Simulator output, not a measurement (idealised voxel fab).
The process module presented herein is designated voxel capacitor over wiring.
For reference, the cross-section in this document is cut, with width 155 nm and square cells of 5 nm.
This document writes a cross-section as a grid whose cells are square, and gives it as bands, listed from the top down; one or more rows of cells form a band.
This entry defines a band. It first specifies the height of the band's top and the height of its bottom in nm, and then specifies the band's materials from left to right, stating each material with its width in nm. The word "edge to edge" identifies a single material that fills the band from edge to edge, while the word "blank" identifies empty space.
All heights in this document are referenced to 0, defined as the level beneath which the wafer, as received, consists entirely of one material. The lowest band is not bounded below; it extends indefinitely downward and is written in the form "0 and below".
Width "30->40": first value at the band's top row of cells, second value at its bottom row, equal change from row to row.
Key: "changes: none" - step with no changed cell in the cross-section.
Heads up: "Enclosed empty spaces" only lists the empty pockets with no open path to the top that are 8 cells or more, and it writes them as width x height at distance, distance from the left edge, in nm.
Read whatever lies past the settings on a step's line as the simulator's own remark about the step.
overlay nm: on a step with a mask, how far right of its planned place the mask lay; negative means left.
The steps planned for the process are as follows
1. RECEIVE | material Si
2. CONFORMAL_DEP | material SiO2 | thk nm 10
3. CONFORMAL_DEP | material SiCN | thk nm 5
4. DIRECTIONAL_DEP | material SiO2 | thk nm 25
5. MASKED_ETCH | tone open | mask id METAL_1 | width nm 25 | pitch nm 95 | etch materials SiO2 | depth nm 25 | overlay nm 0
6. MASKED_ETCH | tone open | mask id METAL_1 | width nm 25 | pitch nm 95 | etch materials SiCN | depth nm 5 | overlay nm 0
7. CONFORMAL_DEP | material TiN | thk nm 5
8. FILL_DEP | material Cu | thk nm 5
9. CMP | height nm 40
10. EPI | material Ru | thk nm 5
11. FILL_DEP | material SiCN | thk nm 5
12. DIRECTIONAL_DEP | material SiO2 | thk nm 20
13. MASKED_ETCH | tone open | mask id PLUG_1 | width nm 15 | etch materials SiO2 | depth nm 20 | overlay nm 0
14. MASKED_ETCH | tone open | mask id PLUG_1 | width nm 15 | etch materials SiCN | depth nm 5 | overlay nm 0
15. CONFORMAL_DEP | material TiN | thk nm 5
16. FILL_DEP | material Ru | thk nm 10
17. CMP | height nm 70
18. DIRECTIONAL_DEP | material TiN | thk nm 5
19. DIRECTIONAL_DEP | material SiN | thk nm 5
20. DIRECTIONAL_DEP | material TiN | thk nm 5
21. DIRECTIONAL_DEP | material aC | thk nm 15
22. PATTERN | tone cover | mask id UPPER_PLATE | material resist | width nm 75 | thk nm 35 | overlay nm -10
23. DIRECTIONAL_ETCH | etch materials aC | depth nm 15
24. STRIP | etch materials resist
25. DIRECTIONAL_ETCH | etch materials TiN | depth nm 5
26. DIRECTIONAL_ETCH | etch materials SiN | depth nm 5
27. STRIP | etch materials aC
28. MASKED_ETCH | tone cover | mask id LOWER_PLATE | width nm 85 | etch materials TiN | depth nm 5 | overlay nm 0
29. FILL_DEP | material SiO2 | thk nm 20
30. CMP | height nm 100
31. MASKED_ETCH | tone open | mask id PLUG_2 | width nm 15 | etch materials SiO2 | depth nm 15 | overlay nm 0
32. CONFORMAL_DEP | material TiN | thk nm 5
33. FILL_DEP | material Cu | thk nm 5
34. CMP | height nm 100
35. CONFORMAL_DEP | material SiCN | thk nm 5
The overlay nm used in step 22 is not the same on every wafer, whereas the starting condition is; the value printed in the plan is the first wafer's.
First of several wafers, received after step 1, in cross-section
	0 and below  Si edge to edge
	Enclosed empty spaces: none
End-of-module cross-section, first of several wafers, after last step 35
	105 down to 100  SiCN edge to edge
	100 down to 90  35 nm SiO2  5 nm TiN  5 nm Cu  5 nm TiN  105 nm SiO2
	90 down to 80  35->20 nm SiO2  15->70 nm TiN  105->65 nm SiO2
	80 down to 75  15 nm SiO2  75 nm SiN  65 nm SiO2
	75 down to 70  15 nm SiO2  90 nm TiN  50 nm SiO2
	70 down to 50  25 nm SiO2  5 nm TiN  5 nm Ru  5 nm TiN  115 nm SiO2
	50 down to 45  25 nm SiCN  15 nm TiN  115 nm SiCN
	45 down to 40  10 nm SiCN  35 nm Ru  60 nm SiCN  35 nm Ru  15 nm SiCN
	40 down to 15  15 nm SiO2  5 nm TiN  15 nm Cu  5 nm TiN  70 nm SiO2  5 nm TiN  15 nm Cu  5 nm TiN  20 nm SiO2
	15 down to 10  15 nm SiCN  25 nm TiN  70 nm SiCN  25 nm TiN  20 nm SiCN
	10 down to 0  SiO2 edge to edge
	0 and below  Si edge to edge
	Enclosed empty spaces: none
End of module: cross-section, last of several wafers
	105 down to 100  SiCN edge to edge
	100 down to 90  35 nm SiO2  5 nm TiN  5 nm Cu  5 nm TiN  105 nm SiO2
	90 down to 80  35->40 nm SiO2  15->65 nm TiN  105->50 nm SiO2
	80 down to 75  40 nm SiO2  75 nm SiN  40 nm SiO2
	75 down to 70  20 nm SiO2  95 nm TiN  40 nm SiO2
	70 down to 50  25 nm SiO2  5 nm TiN  5 nm Ru  5 nm TiN  115 nm SiO2
	50 down to 45  25 nm SiCN  15 nm TiN  115 nm SiCN
	45 down to 40  10 nm SiCN  35 nm Ru  60 nm SiCN  35 nm Ru  15 nm SiCN
	40 down to 15  15 nm SiO2  5 nm TiN  15 nm Cu  5 nm TiN  70 nm SiO2  5 nm TiN  15 nm Cu  5 nm TiN  20 nm SiO2
	15 down to 10  15 nm SiCN  25 nm TiN  70 nm SiCN  25 nm TiN  20 nm SiCN
	10 down to 0  SiO2 edge to edge
	0 and below  Si edge to edge
	Enclosed empty spaces: none
Where each wafer stands at the end of the module, a row apiece: cells of each material gained (+) or lost (-) since it was received, then closed voids
overlay nm -10; +32 Cu; +18 Ru; +97 SiCN; +15 SiN; +409 SiO2; +80 TiN; Enclosed empty spaces: none
overlay nm -5; +32 Cu; +18 Ru; +97 SiCN; +15 SiN; +409 SiO2; +80 TiN; Enclosed empty spaces: none
overlay nm 0; +32 Cu; +18 Ru; +97 SiCN; +15 SiN; +409 SiO2; +80 TiN; Enclosed empty spaces: none
overlay nm 5; +32 Cu; +18 Ru; +97 SiCN; +15 SiN; +409 SiO2; +80 TiN; Enclosed empty spaces: none
overlay nm 10; +32 Cu; +18 Ru; +97 SiCN; +15 SiN; +409 SiO2; +80 TiN; Enclosed empty spaces: none
overlay nm 15; +32 Cu; +18 Ru; +97 SiCN; +15 SiN; +409 SiO2; +80 TiN; Enclosed empty spaces: none
